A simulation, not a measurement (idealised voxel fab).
process module | voxel tone inversion
cross-section cut | 225 nm wide | cells 5 nm
A cross-section is a grid of square cells, given in bands from the top down. A band is one or more rows of cells.
Each band's line starts with the height of the band's top and of its bottom, in nm. Then come its materials from left to right, each with its width in nm. One material with "throughout" fills the band from edge to edge. "air" is empty space.
Height 0 is the level under which the wafer as received is all one material. The lowest band goes on downwards, as in "0 down".
A width such as "30 to 40" changes by the same amount from each row of cells to the next, from the band's top row to its bottom row.
"no change" after a step means that no cell of the cross-section changed.
closed voids: empty space of 8 cells or more with no open way to the top, each as width x height at its distance from the left edge, in nm
after a step's settings: what the simulator itself notes on the step
overlay nm, on a step with a mask: how far to the right of its planned place the mask lay; to the left if negative
plan
1 op RECEIVE | material Si
2 op CONFORMAL_DEP | material SiN | thk nm 5
3 op DIRECTIONAL_DEP | material polySi | thk nm 20
4 op PATTERN | tone cover | mask id POSTS | material resist | width nm 25 | pitch nm 40 | thk nm 30 | overlay nm 0
5 op DIRECTIONAL_ETCH | etch materials polySi | depth nm 20
6 op STRIP | etch materials resist
7 op FILL_DEP | material lowk | thk nm 10
8 op CMP | height nm 25
9 op STRIP | etch materials polySi
as received, after step 1
  0 down: Si throughout
  closed voids: none
a wafer at the end: this start, this plan, one mistake
  25 to 5: lowk 40 | air 25 | lowk 15 | air 25 | lowk 15 | air 25 | lowk 15 | air 25 | lowk 40
  5 to 0: lowk throughout
  0 down: Si throughout
  closed voids: none
what went wrong: step 2 ran as: op CONFORMAL_DEP | material lowk | thk nm 5
